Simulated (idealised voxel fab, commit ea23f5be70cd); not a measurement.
Title: Process Module voxel wiring stack
Shown is cross-section cut, with a width of 140 nm and square cells of size 5 nm.
We lay out every cross-section as a grid of square cells and spell it out in bands from the top down, where one band means one or more rows of cells.
Each band's line starts with the height of the band's top and of its bottom, in nm. Then come its materials from left to right, each with its width in nm. One material with "throughout" fills the band from edge to edge. "blank" is empty space.
Where do heights start? At 0: under that level the wafer as delivered is made of one material only. And the lowest band has no floor; it just carries on downward, as in "0 -> down".
It should be noted that a width expressed as "30->40" varies in equal increments from row to row of cells within the band, taking the value of the first number at the top row and that of the second number at the bottom row.
Where the words "all unchanged" appear for a step, the cross-section shows no cell changed by that step; every cell remained as before.
Enclosed voids (no open way to top), threshold 8 cells or more, entry "Enclosed void listing", notation width x height at distance, distance from left edge, nm.
Post-settings text on a step line: simulator's own remark regarding the step.
overlay nm: mask right of planned place by this much (step with mask). Neg. = left.

PLANNED PROCESS STEPS
- 1: RECEIVE, material Si
- 2: CONFORMAL_DEP, material SiO2, thk nm 10
- 3: CONFORMAL_DEP, material SiN, thk nm 5
- 4: DIRECTIONAL_DEP, material lowk, thk nm 15
- 5: PATTERN, tone open, mask id METAL_1, material resist, width nm 30, pitch nm 50, thk nm 20, overlay nm 0
- 6: DIRECTIONAL_ETCH, etch materials lowk, depth nm 15
- 7: DIRECTIONAL_ETCH, etch materials SiN, depth nm 5
- 8: STRIP, etch materials resist
- 9: CONFORMAL_DEP, material TiN, thk nm 5
- 10: FILL_DEP, material Cu, thk nm 5
- 11: CMP, height nm 30
- 12: CONFORMAL_DEP, material SiCN, thk nm 5
- 13: DIRECTIONAL_DEP, material SiO2, thk nm 30
- 14: MASKED_ETCH, tone open, mask id METAL_2_HOLES, width nm 15, pitch nm 50, etch materials SiO2, depth nm 30, overlay nm 0
- 15: DIRECTIONAL_DEP, material aC, thk nm 15
- 16: PATTERN, tone open, mask id METAL_2, material resist, width nm 30, pitch nm 50, thk nm 30, overlay nm 0
- 17: DIRECTIONAL_ETCH, etch materials aC, depth nm 15
- 18: STRIP, etch materials resist
- 19: DIRECTIONAL_ETCH, etch materials SiO2, depth nm 15
- 20: DIRECTIONAL_ETCH, etch materials SiCN, depth nm 5
- 21: STRIP, etch materials aC
- 22: CONFORMAL_DEP, material TiN, thk nm 5
- 23: FILL_DEP, material Cu, thk nm 5
- 24: CMP, height nm 65
- 25: CONFORMAL_DEP, material SiCN, thk nm 5
- 26: DIRECTIONAL_DEP, material lowk, thk nm 10
- 27: PATTERN, tone open, mask id PLUG_2, material resist, width nm 15, pitch nm 50, thk nm 15, overlay nm 0
- 28: DIRECTIONAL_ETCH, etch materials lowk, depth nm 10
- 29: DIRECTIONAL_ETCH, etch materials SiCN, depth nm 5
- 30: STRIP, etch materials resist
- 31: EPI, material Ru, thk nm 10
- 32: EPI, material Ru, thk nm 5
- 33: CONFORMAL_DEP, material SiCN, thk nm 5
- 34: DIRECTIONAL_DEP, material lowk, thk nm 15
- 35: PATTERN, tone open, mask id METAL_3, material resist, width nm 30, pitch nm 50, thk nm 20, overlay nm 0
- 36: DIRECTIONAL_ETCH, etch materials lowk, depth nm 15
- 37: DIRECTIONAL_ETCH, etch materials SiCN, depth nm 5
- 38: STRIP, etch materials resist
- 39: CONFORMAL_DEP, material TiN, thk nm 5
- 40: FILL_DEP, material Ru, thk nm 5
- 41: CMP, height nm 100
- 42: EPI, material Ru, thk nm 5
- 43: FILL_DEP, material SiCN, thk nm 5
- 44: DIRECTIONAL_DEP, material lowk, thk nm 30
- 45: PATTERN, tone open, mask id METAL_4_HOLES, material resist, width nm 15, thk nm 20, overlay nm 0
- 46: DIRECTIONAL_ETCH, etch materials lowk, depth nm 30
- 47: STRIP, etch materials resist
- 48: PATTERN, tone open, mask id METAL_4, material resist, width nm 30, pitch nm 50, thk nm 15, overlay nm 0
- 49: DIRECTIONAL_ETCH, etch materials lowk, depth nm 15
- 50: DIRECTIONAL_ETCH, etch materials SiCN, depth nm 5
- 51: STRIP, etch materials resist
- 52: CONFORMAL_DEP, material TiN, thk nm 5
- 53: FILL_DEP, material Cu, thk nm 10
- 54: CMP, height nm 140
- 55: CONFORMAL_DEP, material SiN, thk nm 5

CROSS-SECTION OF THE WAFER AS IT CAME TO US, I.E., ALREADY THROUGH STEP 1
0 -> down | Si throughout
Enclosed void listing: none

END-OF-MODULE CROSS-SECTION OF THE FIRST OF TWO WAFERS, PROCESSED AS PLANNED
145 -> 140 | SiN throughout
140 -> 130 | 30 of lowk  5 of TiN  20 of Cu  5 of TiN  20 of lowk  5 of TiN  20 of Cu  5 of TiN  30 of lowk
130 -> 125 | 30 of lowk  5 of TiN  5 of Cu  20 of TiN  20 of lowk  30 of TiN  30 of lowk
125 -> 110 | 30 of lowk  5 of TiN  5 of Cu  5 of TiN  95 of lowk
110 -> 105 | 30 of SiCN  15 of TiN  95 of SiCN
105 -> 100 | 25 of SiCN  40 of Ru  10 of SiCN  40 of Ru  25 of SiCN
100 -> 85 | 30 of lowk  5 of TiN  20 of Ru  5 of TiN  20 of lowk  5 of TiN  20 of Ru  5 of TiN  30 of lowk
85 -> 80 | 30 of SiCN  30 of TiN  20 of SiCN  30 of TiN  30 of SiCN
80 -> 70 | 30 of lowk  15 of Ru  35 of lowk  15 of Ru  45 of lowk
70 -> 65 | 30 of SiCN  15 of Ru  35 of SiCN  15 of Ru  45 of SiCN
65 -> 55 | 30 of SiO2  5 of TiN  20 of Cu  5 of TiN  20 of SiO2  5 of TiN  20 of Cu  5 of TiN  30 of SiO2
55 -> 50 | 30 of SiO2  5 of TiN  5 of Cu  20 of TiN  20 of SiO2  5 of TiN  5 of Cu  20 of TiN  30 of SiO2
50 -> 35 | 30 of SiO2  5 of TiN  5 of Cu  5 of TiN  35 of SiO2  5 of TiN  5 of Cu  5 of TiN  45 of SiO2
35 -> 30 | 30 of SiCN  15 of TiN  35 of SiCN  15 of TiN  45 of SiCN
30 -> 15 | 30 of lowk  5 of TiN  20 of Cu  5 of TiN  20 of lowk  5 of TiN  20 of Cu  5 of TiN  30 of lowk
15 -> 10 | 30 of SiN  30 of TiN  20 of SiN  30 of TiN  30 of SiN
10 -> 0 | SiO2 throughout
0 -> down | Si throughout
Enclosed void listing: none

SAME START, SAME PLAN AS THE FIRST WAFER - BUT ONE MISTAKE IN THE RUN. CROSS-SECTION OF THE SECOND OF THE TWO AT THE END OF THE MODULE
145 -> 140 | SiN throughout
140 -> 130 | 30 of lowk  5 of TiN  20 of Cu  5 of TiN  20 of lowk  5 of TiN  20 of Cu  5 of TiN  30 of lowk
130 -> 125 | 30 of lowk  5 of TiN  5 of Cu  20 of TiN  20 of lowk  30 of TiN  30 of lowk
125 -> 110 | 30 of lowk  5 of TiN  5 of Cu  5 of TiN  95 of lowk
110 -> 105 | 30 of SiCN  15 of TiN  95 of SiCN
105 -> 100 | 25 of SiCN  40 of Ru  10 of SiCN  40 of Ru  25 of SiCN
100 -> 90 | 30 of lowk  5 of TiN  20 of Ru  5 of TiN  20 of lowk  5 of TiN  20 of Ru  5 of TiN  30 of lowk
90 -> 85 | 30 of lowk  30 of TiN  20 of lowk  30 of TiN  30 of lowk
85 -> 80 | Cu throughout
80 -> 70 | 30 of lowk  15 of Ru  35 of lowk  15 of Ru  45 of lowk
70 -> 65 | 30 of SiCN  15 of Ru  35 of SiCN  15 of Ru  45 of SiCN
65 -> 55 | 30 of SiO2  5 of TiN  20 of Cu  5 of TiN  20 of SiO2  5 of TiN  20 of Cu  5 of TiN  30 of SiO2
55 -> 50 | 30 of SiO2  5 of TiN  5 of Cu  20 of TiN  20 of SiO2  5 of TiN  5 of Cu  20 of TiN  30 of SiO2
50 -> 35 | 30 of SiO2  5 of TiN  5 of Cu  5 of TiN  35 of SiO2  5 of TiN  5 of Cu  5 of TiN  45 of SiO2
35 -> 30 | 30 of SiCN  15 of TiN  35 of SiCN  15 of TiN  45 of SiCN
30 -> 15 | 30 of lowk  5 of TiN  20 of Cu  5 of TiN  20 of lowk  5 of TiN  20 of Cu  5 of TiN  30 of lowk
15 -> 10 | 30 of SiN  30 of TiN  20 of SiN  30 of TiN  30 of SiN
10 -> 0 | SiO2 throughout
0 -> down | Si throughout
Enclosed void listing: none
What went wrong in running the wafer? step 33 ran as: CONFORMAL_DEP, material Cu, thk nm 5
Final wafer comparison in cells, second versus first, more or fewer per material: Cu +28 | Ru -8 | SiCN -16 | TiN -4
